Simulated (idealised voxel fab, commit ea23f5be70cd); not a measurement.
Process module under the name voxel transistor to metal
Displayed cross-section: cut, width of 250 nm, square cells sized 5 nm.
If you're reading a cross-section in this doc, picture square cells in a grid; it comes to you as bands, top ones listed first down to the bottom, and a band can be one or more rows of cells. Per band: top height and bottom height in nm, followed by the left-to-right materials and their widths in nm; "all across" marks a single material spanning edge to edge, "air" marks empty space. All heights in this document are referenced to 0, defined as the level beneath which the wafer, as received, consists entirely of one material. The lowest band is not bounded below; it extends indefinitely downward and is written in the form "0 and below". So if you see something like "30..40" for the width, read it as the top row of the band sitting at the first number and the bottom row at the second, with every row in between moving by the same amount as the last. Step marked "remained the same"? Then no cell in the cross-section changed in it. Closed void listing: empty space of 8 cells or more with no open way to the top, each as width x height at its distance from the left edge, in nm. It should be noted that, on the line of a given step, the content following the step's settings is a remark produced by the simulator itself with respect to that step. overlay nm: mask right of planned place by this much (step with mask). Neg. = left. If you're wondering how to read the rest of this, here's the deal. It's pairs of cross-sections: one from before a process step, one from after it. The after one is only drawn as far down as the lowest band that changed. Right under each pair you'll see which step sits between them and what its settings were. Don't read the pairs as one continuous story, though. They can come from different runs of this module on the same starting wafer, and a pair only carries on from the one above it where its entry headed "Before step" says so.

Before step
* 30 down to 15 = air 15; resist 95; air 30; resist 95; air 15
* 15 down to 5 = air 15; SiN 95; air 30; SiN 95; air 15
* 5 down to 0 = air 15; SiO2 95; air 30; SiO2 95; air 15
* 0 and below = Si all across
* Closed void listing: none

State After Step
* 30 down to 15 = air 15; resist 95; air 30; resist 95; air 15
* 15 down to 5 = air 15; SiN 95; air 30; SiN 95; air 15
* 5 down to 0 = air 15; SiO2 95; air 30; SiO2 95; air 15
* 0 down to -15 = air 15; Si 95; air 30; Si 95; air 15
* Under -15: no change, same as before.
* Closed void listing: none
Between before and after as drawn above: DIRECTIONAL_ETCH [etch materials Si] [depth nm 15]

Before step: equal to the after panel directly above.

State After Step
* 15 down to 5 = air 15; SiN 95; air 30; SiN 95; air 15
* Under 5: no change, same as before.
* Closed void listing: none
Between before and after as drawn above: STRIP [etch materials resist]

Before step: equal to the after panel directly above.

State After Step
* 20 down to 15 = SiO2 all across
* 15 down to 5 = SiO2 15; SiN 95; SiO2 30; SiN 95; SiO2 15
* 5 down to 0 = SiO2 all across
* 0 down to -15 = SiO2 15; Si 95; SiO2 30; Si 95; SiO2 15
* Under -15: no change, same as before.
* Closed void listing: none
Between before and after as drawn above: FILL_DEP [material SiO2] [thk nm 5]

Before step: equal to the after panel directly above.

State After Step
* 15 down to 5 = SiO2 15; SiN 95; SiO2 30; SiN 95; SiO2 15
* Under 5: no change, same as before.
* Closed void listing: none
Between before and after as drawn above: CMP [height nm 15]

Before step: equal to the after panel directly above.

State After Step
* 15 down to 10 = air 15; SiN 95; air 30; SiN 95; air 15
* Under 10: no change, same as before.
* Closed void listing: none
Between before and after as drawn above: SELECTIVE_ETCH [etch materials SiO2] [depth nm 5]

Before step: equal to the after panel directly above.

State After Step
* 10 down to 5 = SiO2 15; air 95; SiO2 30; air 95; SiO2 15
* Under 5: no change, same as before.
* Closed void listing: none
Between before and after as drawn above: STRIP [etch materials SiN]

Before step: equal to the after panel directly above.

State After Step
* 5 down to 0 = SiO2 10; air 105; SiO2 20; air 105; SiO2 10
* Under 0: no change, same as before.
* Closed void listing: none
Between before and after as drawn above: SELECTIVE_ETCH [etch materials SiO2] [depth nm 5]

Before step: equal to the after panel directly above.

State After Step
* 5 down to 0 = SiO2 10; air 105; SiO2 20; air 105; SiO2 10
* 0 down to -5 = SiO2 all across
* Under -5: no change, same as before.
* Closed void listing: none
Between before and after as drawn above: OXIDIZE [depth nm 5]

Before step: equal to the after panel directly above.

State After Step
* 30 down to 25 = polySi 10; air 105; polySi 20; air 105; polySi 10
* 25 down to 5 = polySi all across
* 5 down to 0 = SiO2 10; polySi 105; SiO2 20; polySi 105; SiO2 10
* Under 0: no change, same as before.
* Closed void listing: none
Between before and after as drawn above: DIRECTIONAL_DEP [material polySi] [thk nm 25]

Before step: equal to the after panel directly above.

State After Step
* 45 down to 40 = SiCN 10; air 105; SiCN 20; air 105; SiCN 10
* 40 down to 30 = SiCN all across
* 30 down to 25 = polySi 10; SiCN 105; polySi 20; SiCN 105; polySi 10
* Under 25: no change, same as before.
* Closed void listing: none
Between before and after as drawn above: DIRECTIONAL_DEP [material SiCN] [thk nm 15]

Before step: equal to the after panel directly above.

State After Step
* 65 down to 45 = air 50; resist 25; air 100; resist 25; air 50
* 45 down to 40 = SiCN 10; air 40; resist 25; air 40; SiCN 20; air 40; resist 25; air 40; SiCN 10
* Under 40: no change, same as before.
* Closed void listing: none
Between before and after as drawn above: PATTERN [tone cover] [mask id GATE] [material resist] [width nm 25] [pitch nm 125] [thk nm 20] [overlay nm 0]

Before step: equal to the after panel directly above.

State After Step
* 65 down to 40 = air 50; resist 25; air 100; resist 25; air 50
* 40 down to 30 = air 50; SiCN 25; air 100; SiCN 25; air 50
* 30 down to 25 = polySi 10; air 40; SiCN 25; air 40; polySi 20; air 40; SiCN 25; air 40; polySi 10
* Under 25: no change, same as before.
* Closed void listing: none
Between before and after as drawn above: DIRECTIONAL_ETCH [etch materials SiCN] [depth nm 25]

Before step: equal to the after panel directly above.

State After Step
* 65 down to 40 = air 50; resist 25; air 100; resist 25; air 50
* 40 down to 25 = air 50; SiCN 25; air 100; SiCN 25; air 50
* 25 down to 5 = air 50; polySi 25; air 100; polySi 25; air 50
* 5 down to 0 = SiO2 10; air 40; polySi 25; air 40; SiO2 20; air 40; polySi 25; air 40; SiO2 10
* Under 0: no change, same as before.
* Closed void listing: none
Between before and after as drawn above: DIRECTIONAL_ETCH [etch materials polySi] [depth nm 35]

Before step: equal to the after panel directly above.

State After Step
* 40 down to 25 = air 50; SiCN 25; air 100; SiCN 25; air 50
* Under 25: no change, same as before.
* Closed void listing: none
Between before and after as drawn above: STRIP [etch materials resist]

Before step: equal to the after panel directly above.

State After Step
* 45 down to 40 = air 45; SiO2 35; air 90; SiO2 35; air 45
* 40 down to 25 = air 45; SiO2 5; SiCN 25; SiO2 5; air 90; SiO2 5; SiCN 25; SiO2 5; air 45
* 25 down to 10 = air 45; SiO2 5; polySi 25; SiO2 5; air 90; SiO2 5; polySi 25; SiO2 5; air 45
* 10 down to 5 = SiO2 15; air 30; SiO2 5; polySi 25; SiO2 5; air 30; SiO2 30; air 30; SiO2 5; polySi 25; SiO2 5; air 30; SiO2 15
* 5 down to 0 = SiO2 50; polySi 25; SiO2 100; polySi 25; SiO2 50
* Under 0: no change, same as before.
* Closed void listing: none
Between before and after as drawn above: CONFORMAL_DEP [material SiO2] [thk nm 5]

Before step: equal to the after panel directly above.

State After Step
* 40 down to 25 = air 45; SiO2 5; SiCN 25; SiO2 5; air 90; SiO2 5; SiCN 25; SiO2 5; air 45
* 25 down to 5 = air 45; SiO2 5; polySi 25; SiO2 5; air 90; SiO2 5; polySi 25; SiO2 5; air 45
* 5 down to 0 = SiO2 15; air 30; SiO2 5; polySi 25; SiO2 5; air 30; SiO2 30; air 30; SiO2 5; polySi 25; SiO2 5; air 30; SiO2 15
* Under 0: no change, same as before.
* Closed void listing: none
Between before and after as drawn above: DIRECTIONAL_ETCH [etch materials SiO2] [depth nm 5]

Before step: equal to the after panel directly above.

State After Step
* 50 down to 40 = air 35; SiN 55; air 70; SiN 55; air 35
* 40 down to 25 = air 35; SiN 10; SiO2 5; SiCN 25; SiO2 5; SiN 10; air 70; SiN 10; SiO2 5; SiCN 25; SiO2 5; SiN 10; air 35
* 25 down to 15 = air 35; SiN 10; SiO2 5; polySi 25; SiO2 5; SiN 10; air 70; SiN 10; SiO2 5; polySi 25; SiO2 5; SiN 10; air 35
* 15 down to 10 = SiN 25; air 10; SiN 10; SiO2 5; polySi 25; SiO2 5; SiN 10; air 10; SiN 50; air 10; SiN 10; SiO2 5; polySi 25; SiO2 5; SiN 10; air 10; SiN 25
* 10 down to 5 = SiN 45; SiO2 5; polySi 25; SiO2 5; SiN 90; SiO2 5; polySi 25; SiO2 5; SiN 45
* 5 down to 0 = SiO2 15; SiN 30; SiO2 5; polySi 25; SiO2 5; SiN 30; SiO2 30; SiN 30; SiO2 5; polySi 25; SiO2 5; SiN 30; SiO2 15
* Under 0: no change, same as before.
* Closed void listing: none
Between before and after as drawn above: CONFORMAL_DEP [material SiN] [thk nm 10]

Before step: equal to the after panel directly above.

State After Step
* 40 down to 25 = air 35; SiN 10; SiO2 5; SiCN 25; SiO2 5; SiN 10; air 70; SiN 10; SiO2 5; SiCN 25; SiO2 5; SiN 10; air 35
* 25 down to 5 = air 35; SiN 10; SiO2 5; polySi 25; SiO2 5; SiN 10; air 70; SiN 10; SiO2 5; polySi 25; SiO2 5; SiN 10; air 35
* 5 down to 0 = SiO2 15; SiN 10; air 10; SiN 10; SiO2 5; polySi 25; SiO2 5; SiN 10; air 10; SiN 10; SiO2 30; SiN 10; air 10; SiN 10; SiO2 5; polySi 25; SiO2 5; SiN 10; air 10; SiN 10; SiO2 15
* Under 0: no change, same as before.
* Closed void listing: none
Between before and after as drawn above: DIRECTIONAL_ETCH [etch materials SiN] [depth nm 10]

Before step: equal to the after panel directly above.

State After Step
* 40 down to 35 = air 35; SiN 10; air 5; SiCN 25; air 5; SiN 10; air 70; SiN 10; air 5; SiCN 25; air 5; SiN 10; air 35
* 35 down to 25 = air 35; SiN 10; SiO2 5; SiCN 25; SiO2 5; SiN 10; air 70; SiN 10; SiO2 5; SiCN 25; SiO2 5; SiN 10; air 35
* 25 down to 5 = air 35; SiN 10; SiO2 5; polySi 25; SiO2 5; SiN 10; air 70; SiN 10; SiO2 5; polySi 25; SiO2 5; SiN 10; air 35
* 5 down to 0 = air 15; SiN 10; air 10; SiN 10; SiO2 5; polySi 25; SiO2 5; SiN 10; air 10; SiN 10; air 30; SiN 10; air 10; SiN 10; SiO2 5; polySi 25; SiO2 5; SiN 10; air 10; SiN 10; air 15
* 0 down to -5 = SiO2 25; air 10; SiO2 55; air 10; SiO2 50; air 10; SiO2 55; air 10; SiO2 25
* Under -5: no change, same as before.
* Closed void listing: none
Between before and after as drawn above: DIRECTIONAL_ETCH [etch materials SiO2] [depth nm 5]

Before step: equal to the after panel directly above.

State After Step
* 40 down to 35 = air 35; SiN 10; air 5; SiCN 25; air 5; SiN 10; air 70; SiN 10; air 5; SiCN 25; air 5; SiN 10; air 35
* 35 down to 25 = air 35; SiN 10; SiO2 5; SiCN 25; SiO2 5; SiN 10; air 70; SiN 10; SiO2 5; SiCN 25; SiO2 5; SiN 10; air 35
* 25 down to 5 = air 35; SiN 10; SiO2 5; polySi 25; SiO2 5; SiN 10; air 70; SiN 10; SiO2 5; polySi 25; SiO2 5; SiN 10; air 35
* 5 down to 0 = air 15; SiN 10; air 10; SiN 10; SiO2 5; polySi 25; SiO2 5; SiN 10; air 10; SiN 10; air 30; SiN 10; air 10; SiN 10; SiO2 5; polySi 25; SiO2 5; SiN 10; air 10; SiN 10; air 15
* 0 down to -5 = SiO2 25; air 10; SiO2 55; air 10; SiO2 50; air 10; SiO2 55; air 10; SiO2 25
* -5 down to -10 = SiO2 15; Si 10; air 10; Si 55; air 10; Si 10; SiO2 30; Si 10; air 10; Si 55; air 10; Si 10; SiO2 15
* Under -10: no change, same as before.
* Closed void listing: none
Between before and after as drawn above: DIRECTIONAL_ETCH [etch materials Si] [depth nm 5]

Before step: equal to the after panel directly above.

State After Step
* 40 down to 35 = air 35; SiN 10; air 5; SiCN 25; air 5; SiN 10; air 70; SiN 10; air 5; SiCN 25; air 5; SiN 10; air 35
* 35 down to 25 = air 35; SiN 10; SiO2 5; SiCN 25; SiO2 5; SiN 10; air 70; SiN 10; SiO2 5; SiCN 25; SiO2 5; SiN 10; air 35
* 25 down to 5 = air 35; SiN 10; SiO2 5; polySi 25; SiO2 5; SiN 10; air 70; SiN 10; SiO2 5; polySi 25; SiO2 5; SiN 10; air 35
* 5 down to 0 = air 15; SiN 10; pSi 10; SiN 10; SiO2 5; polySi 25; SiO2 5; SiN 10; pSi 10; SiN 10; air 30; SiN 10; pSi 10; SiN 10; SiO2 5; polySi 25; SiO2 5; SiN 10; pSi 10; SiN 10; air 15
* 0 down to -5 = SiO2 25; pSi 10; SiO2 55; pSi 10; SiO2 50; pSi 10; SiO2 55; pSi 10; SiO2 25
* -5 down to -10 = SiO2 15; Si 10; pSi 10; Si 55; pSi 10; Si 10; SiO2 30; Si 10; pSi 10; Si 55; pSi 10; Si 10; SiO2 15
* Under -10: no change, same as before.
* Closed void listing: none
Between before and after as drawn above: EPI [material pSi] [thk nm 10]

Before step: equal to the after panel directly above.

State After Step
* 50 down to 40 = SiO2 all across
* 40 down to 25 = SiO2 35; SiN 10; SiO2 5; SiCN 25; SiO2 5; SiN 10; SiO2 70; SiN 10; SiO2 5; SiCN 25; SiO2 5; SiN 10; SiO2 35
* 25 down to 5 = SiO2 35; SiN 10; SiO2 5; polySi 25; SiO2 5; SiN 10; SiO2 70; SiN 10; SiO2 5; polySi 25; SiO2 5; SiN 10; SiO2 35
* 5 down to 0 = SiO2 15; SiN 10; pSi 10; SiN 10; SiO2 5; polySi 25; SiO2 5; SiN 10; pSi 10; SiN 10; SiO2 30; SiN 10; pSi 10; SiN 10; SiO2 5; polySi 25; SiO2 5; SiN 10; pSi 10; SiN 10; SiO2 15
* Under 0: no change, same as before.
* Closed void listing: none
Between before and after as drawn above: FILL_DEP [material SiO2] [thk nm 10]

Before step: equal to the after panel directly above.

State After Step
* 40 down to 25 = SiO2 35; SiN 10; SiO2 5; SiCN 25; SiO2 5; SiN 10; SiO2 70; SiN 10; SiO2 5; SiCN 25; SiO2 5; SiN 10; SiO2 35
* Under 25: no change, same as before.
* Closed void listing: none
Between before and after as drawn above: CMP [height nm 40]

Before step: equal to the after panel directly above.

State After Step
* 55 down to 40 = SiO2 all across
* Under 40: no change, same as before.
* Closed void listing: none
Between before and after as drawn above: DIRECTIONAL_DEP [material SiO2] [thk nm 15]

Before step: equal to the after panel directly above.

State After Step
* 65 down to 55 = aC all across
* Under 55: no change, same as before.
* Closed void listing: none
Between before and after as drawn above: DIRECTIONAL_DEP [material aC] [thk nm 10]

Before step: equal to the after panel directly above.

State After Step
* 90 down to 65 = resist 20; air 25; resist 35; air 25; resist 40; air 25; resist 35; air 25; resist 20
* Under 65: no change, same as before.
* Closed void listing: none
Between before and after as drawn above: PATTERN [tone open] [mask id CONTACT] [material resist] [width nm 25] [thk nm 25] [overlay nm 0]

Before step: equal to the after panel directly above.

State After Step
* 80 down to 65 = resist 20; air 25; resist 35; air 25; resist 40; air 25; resist 35; air 25; resist 20
* 65 down to 55 = aC 20; air 25; aC 35; air 25; aC 40; air 25; aC 35; air 25; aC 20
* Under 55: no change, same as before.
* Closed void listing: none
Between before and after as drawn above: DIRECTIONAL_ETCH [etch materials aC] [depth nm 10]

Before step: equal to the after panel directly above.

State After Step
* 65 down to 55 = aC 20; air 25; aC 35; air 25; aC 40; air 25; aC 35; air 25; aC 20
* Under 55: no change, same as before.
* Closed void listing: none
Between before and after as drawn above: STRIP [etch materials resist]

Before step: equal to the after panel directly above.

State After Step
* 65 down to 55 = aC 20; air 25; aC 35; air 25; aC 40; air 25; aC 35; air 25; aC 20
* 55 down to 40 = SiO2 20; air 25; SiO2 35; air 25; SiO2 40; air 25; SiO2 35; air 25; SiO2 20
* 40 down to 25 = SiO2 20; air 15; SiN 10; SiO2 5; SiCN 25; SiO2 5; SiN 10; air 15; SiO2 40; air 15; SiN 10; SiO2 5; SiCN 25; SiO2 5; SiN 10; air 15; SiO2 20
* 25 down to 5 = SiO2 20; air 15; SiN 10; SiO2 5; polySi 25; SiO2 5; SiN 10; air 15; SiO2 40; air 15; SiN 10; SiO2 5; polySi 25; SiO2 5; SiN 10; air 15; SiO2 20
* Under 5: no change, same as before.
* Closed void listing: none
Between before and after as drawn above: DIRECTIONAL_ETCH [etch materials SiO2] [depth nm 50]

Before step: equal to the after panel directly above.

State After Step
* 55 down to 40 = SiO2 20; air 25; SiO2 35; air 25; SiO2 40; air 25; SiO2 35; air 25; SiO2 20
* Under 40: no change, same as before.
* Closed void listing: none
Between before and after as drawn above: STRIP [etch materials aC]

Before step: equal to the after panel directly above.

State After Step
* 60 down to 55 = TiN 25; air 15; TiN 45; air 15; TiN 50; air 15; TiN 45; air 15; TiN 25
* 55 down to 45 = SiO2 20; TiN 5; air 15; TiN 5; SiO2 35; TiN 5; air 15; TiN 5; SiO2 40; TiN 5; air 15; TiN 5; SiO2 35; TiN 5; air 15; TiN 5; SiO2 20
* 45 down to 40 = SiO2 20; TiN 5; air 5; TiN 15; SiO2 35; TiN 15; air 5; TiN 5; SiO2 40; TiN 5; air 5; TiN 15; SiO2 35; TiN 15; air 5; TiN 5; SiO2 20
* 40 down to 25 = SiO2 20; TiN 5; air 5; TiN 5; SiN 10; SiO2 5; SiCN 25; SiO2 5; SiN 10; TiN 5; air 5; TiN 5; SiO2 40; TiN 5; air 5; TiN 5; SiN 10; SiO2 5; SiCN 25; SiO2 5; SiN 10; TiN 5; air 5; TiN 5; SiO2 20
* 25 down to 10 = SiO2 20; TiN 5; air 5; TiN 5; SiN 10; SiO2 5; polySi 25; SiO2 5; SiN 10; TiN 5; air 5; TiN 5; SiO2 40; TiN 5; air 5; TiN 5; SiN 10; SiO2 5; polySi 25; SiO2 5; SiN 10; TiN 5; air 5; TiN 5; SiO2 20
* 10 down to 5 = SiO2 20; TiN 15; SiN 10; SiO2 5; polySi 25; SiO2 5; SiN 10; TiN 15; SiO2 40; TiN 15; SiN 10; SiO2 5; polySi 25; SiO2 5; SiN 10; TiN 15; SiO2 20
* Under 5: no change, same as before.
* Closed void listing: none
Between before and after as drawn above: CONFORMAL_DEP [material TiN] [thk nm 5]

Before step: equal to the after panel directly above.

State After Step
* 65 down to 60 = Ru all across
* 60 down to 55 = TiN 25; Ru 15; TiN 45; Ru 15; TiN 50; Ru 15; TiN 45; Ru 15; TiN 25
* 55 down to 45 = SiO2 20; TiN 5; Ru 15; TiN 5; SiO2 35; TiN 5; Ru 15; TiN 5; SiO2 40; TiN 5; Ru 15; TiN 5; SiO2 35; TiN 5; Ru 15; TiN 5; SiO2 20
* 45 down to 40 = SiO2 20; TiN 5; Ru 5; TiN 15; SiO2 35; TiN 15; Ru 5; TiN 5; SiO2 40; TiN 5; Ru 5; TiN 15; SiO2 35; TiN 15; Ru 5; TiN 5; SiO2 20
* 40 down to 25 = SiO2 20; TiN 5; Ru 5; TiN 5; SiN 10; SiO2 5; SiCN 25; SiO2 5; SiN 10; TiN 5; Ru 5; TiN 5; SiO2 40; TiN 5; Ru 5; TiN 5; SiN 10; SiO2 5; SiCN 25; SiO2 5; SiN 10; TiN 5; Ru 5; TiN 5; SiO2 20
* 25 down to 10 = SiO2 20; TiN 5; Ru 5; TiN 5; SiN 10; SiO2 5; polySi 25; SiO2 5; SiN 10; TiN 5; Ru 5; TiN 5; SiO2 40; TiN 5; Ru 5; TiN 5; SiN 10; SiO2 5; polySi 25; SiO2 5; SiN 10; TiN 5; Ru 5; TiN 5; SiO2 20
* Under 10: no change, same as before.
* Closed void listing: none
Between before and after as drawn above: FILL_DEP [material Ru] [thk nm 5]

Before step: equal to the after panel directly above.

State After Step
* 55 down to 45 = SiO2 20; TiN 5; Ru 15; TiN 5; SiO2 35; TiN 5; Ru 15; TiN 5; SiO2 40; TiN 5; Ru 15; TiN 5; SiO2 35; TiN 5; Ru 15; TiN 5; SiO2 20
* Under 45: no change, same as before.
* Closed void listing: none
Between before and after as drawn above: CMP [height nm 55]

Before step: equal to the after panel directly above.

State After Step
* 60 down to 55 = TiN all across
* Under 55: no change, same as before.
* Closed void listing: none
Between before and after as drawn above: DIRECTIONAL_DEP [material TiN] [thk nm 5]

Before step: equal to the after panel directly above.

State After Step
* 85 down to 60 = Ru all across
* Under 60: no change, same as before.
* Closed void listing: none
Between before and after as drawn above: DIRECTIONAL_DEP [material Ru] [thk nm 25]

Before step: equal to the after panel directly above.

State After Step
* 85 down to 60 = air 20; Ru 15; air 55; Ru 15; air 40; Ru 15; air 55; Ru 15; air 20
* Under 60: no change, same as before.
* Closed void listing: none
Between before and after as drawn above: MASKED_ETCH [tone cover] [mask id METAL_1] [width nm 15] [etch materials Ru] [depth nm 25] [overlay nm 0]

Before step: equal to the after panel directly above.

State After Step
* 85 down to 60 = air 20; Ru 15; air 55; Ru 15; air 40; Ru 15; air 55; Ru 15; air 20
* 60 down to 55 = air 20; TiN 15; air 55; TiN 15; air 40; TiN 15; air 55; TiN 15; air 20
* Under 55: no change, same as before.
* Closed void listing: none
Between before and after as drawn above: MASKED_ETCH [tone cover] [mask id METAL_1] [width nm 15] [etch materials TiN] [depth nm 5] [overlay nm 0]

Before step: equal to the after panel directly above.

State After Step
* 90 down to 85 = air 15; SiN 25; air 45; SiN 25; air 30; SiN 25; air 45; SiN 25; air 15
* 85 down to 60 = air 15; SiN 5; Ru 15; SiN 5; air 45; SiN 5; Ru 15; SiN 5; air 30; SiN 5; Ru 15; SiN 5; air 45; SiN 5; Ru 15; SiN 5; air 15
* 60 down to 55 = SiN 20; TiN 15; SiN 55; TiN 15; SiN 40; TiN 15; SiN 55; TiN 15; SiN 20
* Under 55: no change, same as before.
* Closed void listing: none
Between before and after as drawn above: CONFORMAL_DEP [material SiN] [thk nm 5]

Before step: equal to the after panel directly above.

State After Step
* 100 down to 90 = lowk all across
* 90 down to 85 = lowk 15; SiN 25; lowk 45; SiN 25; lowk 30; SiN 25; lowk 45; SiN 25; lowk 15
* 85 down to 60 = lowk 15; SiN 5; Ru 15; SiN 5; lowk 45; SiN 5; Ru 15; SiN 5; lowk 30; SiN 5; Ru 15; SiN 5; lowk 45; SiN 5; Ru 15; SiN 5; lowk 15
* Under 60: no change, same as before.
* Closed void listing: none
Between before and after as drawn above: FILL_DEP [material lowk] [thk nm 10]

Before step: equal to the after panel directly above.

State After Step
* 85 down to 60 = lowk 15; SiN 5; Ru 15; SiN 5; lowk 45; SiN 5; Ru 15; SiN 5; lowk 30; SiN 5; Ru 15; SiN 5; lowk 45; SiN 5; Ru 15; SiN 5; lowk 15
* Under 60: no change, same as before.
* Closed void listing: none
Between before and after as drawn above: CMP [height nm 85]

Before step: equal to the after panel directly above.

State After Step
* 90 down to 85 = SiCN all across
* Under 85: no change, same as before.
* Closed void listing: none
Between before and after as drawn above: CONFORMAL_DEP [material SiCN] [thk nm 5]

Before step: equal to the after panel directly above.

State After Step
* 120 down to 90 = lowk all across
* Under 90: no change, same as before.
* Closed void listing: none
Between before and after as drawn above: DIRECTIONAL_DEP [material lowk] [thk nm 30]

Before step: equal to the after panel directly above.

State After Step
* 120 down to 100 = lowk 20; air 15; lowk 110; air 15; lowk 90
* Under 100: no change, same as before.
* Closed void listing: none
Between before and after as drawn above: MASKED_ETCH [tone open] [mask id METAL_2] [width nm 15] [pitch nm 125] [etch materials lowk] [depth nm 20] [overlay nm 0]

Before step: equal to the after panel directly above.

State After Step
* 135 down to 120 = aC 20; air 15; aC 110; air 15; aC 90
* 120 down to 115 = lowk 20; air 15; lowk 110; air 15; lowk 90
* 115 down to 100 = lowk 20; aC 15; lowk 110; aC 15; lowk 90
* Under 100: no change, same as before.
* Closed void listing: none
Between before and after as drawn above: DIRECTIONAL_DEP [material aC] [thk nm 15]

Before step: equal to the after panel directly above.

State After Step
* 165 down to 135 = resist 20; air 15; resist 110; air 15; resist 90
* Under 135: no change, same as before.
* Closed void listing: none
Between before and after as drawn above: PATTERN [tone open] [mask id METAL_2_HOLES] [material resist] [width nm 15] [pitch nm 125] [thk nm 30] [overlay nm 0]

Before step: equal to the after panel directly above.

State After Step
* 150 down to 135 = resist 20; air 15; resist 110; air 15; resist 90
* 135 down to 120 = aC 20; air 15; aC 110; air 15; aC 90
* 120 down to 100 = lowk 20; air 15; lowk 110; air 15; lowk 90
* Under 100: no change, same as before.
* Closed void listing: none
Between before and after as drawn above: DIRECTIONAL_ETCH [etch materials aC] [depth nm 15]

Before step: equal to the after panel directly above.

State After Step
* 135 down to 120 = aC 20; air 15; aC 110; air 15; aC 90
* Under 120: no change, same as before.
* Closed void listing: none
Between before and after as drawn above: STRIP [etch materials resist]

Before step: equal to the after panel directly above.

State After Step
* 135 down to 120 = aC 20; air 15; aC 110; air 15; aC 90
* 120 down to 90 = lowk 20; air 15; lowk 110; air 15; lowk 90
* Under 90: no change, same as before.
* Closed void listing: none
Between before and after as drawn above: DIRECTIONAL_ETCH [etch materials lowk] [depth nm 10]

Before step: equal to the after panel directly above.

State After Step
* 135 down to 120 = aC 20; air 15; aC 110; air 15; aC 90
* 120 down to 90 = lowk 20; air 15; lowk 110; air 15; lowk 90
* 90 down to 85 = SiCN 20; air 15; SiCN 110; air 15; SiCN 90
* Under 85: no change, same as before.
* Closed void listing: none
Between before and after as drawn above: DIRECTIONAL_ETCH [etch materials SiCN] [depth nm 5]

Before step: equal to the after panel directly above.

State After Step
* 120 down to 90 = lowk 20; air 15; lowk 110; air 15; lowk 90
* Under 90: no change, same as before.
* Closed void listing: none
Between before and after as drawn above: STRIP [etch materials aC]

Before step: equal to the after panel directly above.

State After Step
* 125 down to 120 = TiN 25; air 5; TiN 120; air 5; TiN 95
* 120 down to 90 = lowk 20; TiN 5; air 5; TiN 5; lowk 110; TiN 5; air 5; TiN 5; lowk 90
* 90 down to 85 = SiCN 20; TiN 15; SiCN 110; TiN 15; SiCN 90
* Under 85: no change, same as before.
* Closed void listing: none
Between before and after as drawn above: CONFORMAL_DEP [material TiN] [thk nm 5]

Before step: equal to the after panel directly above.

State After Step
* 130 down to 125 = Ru all across
* 125 down to 120 = TiN 25; Ru 5; TiN 120; Ru 5; TiN 95
* 120 down to 90 = lowk 20; TiN 5; Ru 5; TiN 5; lowk 110; TiN 5; Ru 5; TiN 5; lowk 90
* Under 90: no change, same as before.
* Closed void listing: none
Between before and after as drawn above: FILL_DEP [material Ru] [thk nm 5]

Before step: equal to the after panel directly above.

State After Step
* 120 down to 90 = lowk 20; TiN 5; Ru 5; TiN 5; lowk 110; TiN 5; Ru 5; TiN 5; lowk 90
* Under 90: no change, same as before.
* Closed void listing: none
Between before and after as drawn above: CMP [height nm 120]

Before step: equal to the after panel directly above.

State After Step
* 125 down to 120 = SiN all across
* Under 120: no change, same as before.
* Closed void listing: none
Between before and after as drawn above: CONFORMAL_DEP [material SiN] [thk nm 5]

Before step
* 65 down to 55 = aC all across
* 55 down to 40 = SiO2 all across
* 40 down to 25 = SiO2 35; SiN 10; SiO2 5; SiCN 25; SiO2 5; SiN 10; SiO2 70; SiN 10; SiO2 5; SiCN 25; SiO2 5; SiN 10; SiO2 35
* 25 down to 5 = SiO2 35; SiN 10; SiO2 5; polySi 25; SiO2 5; SiN 10; SiO2 70; SiN 10; SiO2 5; polySi 25; SiO2 5; SiN 10; SiO2 35
* 5 down to 0 = SiO2 15; SiN 10; pSi 10; SiN 10; SiO2 5; polySi 25; SiO2 5; SiN 10; pSi 10; SiN 10; SiO2 30; SiN 10; pSi 10; SiN 10; SiO2 5; polySi 25; SiO2 5; SiN 10; pSi 10; SiN 10; SiO2 15
* 0 down to -5 = SiO2 25; pSi 10; SiO2 55; pSi 10; SiO2 50; pSi 10; SiO2 55; pSi 10; SiO2 25
* -5 down to -10 = SiO2 15; Si 10; pSi 10; Si 55; pSi 10; Si 10; SiO2 30; Si 10; pSi 10; Si 55; pSi 10; Si 10; SiO2 15
* -10 down to -25 = SiO2 15; Si 95; SiO2 30; Si 95; SiO2 15
* -25 and below = Si all across
* Closed void listing: none

State After Step
* 90 down to 65 = resist 25; air 20; resist 40; air 20; resist 45; air 20; resist 40; air 20; resist 20
* Under 65: no change, same as before.
* Closed void listing: none
Between before and after as drawn above: PATTERN [tone open] [mask id CONTACT] [material resist] [width nm 20] [thk nm 25] [overlay nm 0]

Before step: equal to the after panel directly above.

State After Step
* 80 down to 65 = resist 25; air 20; resist 40; air 20; resist 45; air 20; resist 40; air 20; resist 20
* 65 down to 55 = aC 25; air 20; aC 40; air 20; aC 45; air 20; aC 40; air 20; aC 20
* Under 55: no change, same as before.
* Closed void listing: none
Between before and after as drawn above: DIRECTIONAL_ETCH [etch materials aC] [depth nm 10]

Before step: equal to the after panel directly above.

State After Step
* 65 down to 55 = aC 25; air 20; aC 40; air 20; aC 45; air 20; aC 40; air 20; aC 20
* Under 55: no change, same as before.
* Closed void listing: none
Between before and after as drawn above: STRIP [etch materials resist]

Before step: equal to the after panel directly above.

State After Step
* 65 down to 55 = aC 25; air 20; aC 40; air 20; aC 45; air 20; aC 40; air 20; aC 20
* 55 down to 40 = SiO2 25; air 20; SiO2 40; air 20; SiO2 45; air 20; SiO2 40; air 20; SiO2 20
* 40 down to 25 = SiO2 25; air 10; SiN 10; SiO2 5; SiCN 25; SiO2 5; SiN 10; air 15; SiO2 45; air 10; SiN 10; SiO2 5; SiCN 25; SiO2 5; SiN 10; air 15; SiO2 20
* 25 down to 5 = SiO2 25; air 10; SiN 10; SiO2 5; polySi 25; SiO2 5; SiN 10; air 15; SiO2 45; air 10; SiN 10; SiO2 5; polySi 25; SiO2 5; SiN 10; air 15; SiO2 20
* Under 5: no change, same as before.
* Closed void listing: none
Between before and after as drawn above: DIRECTIONAL_ETCH [etch materials SiO2] [depth nm 50]

Before step: equal to the after panel directly above.

State After Step
* 55 down to 40 = SiO2 25; air 20; SiO2 40; air 20; SiO2 45; air 20; SiO2 40; air 20; SiO2 20
* Under 40: no change, same as before.
* Closed void listing: none
Between before and after as drawn above: STRIP [etch materials aC]
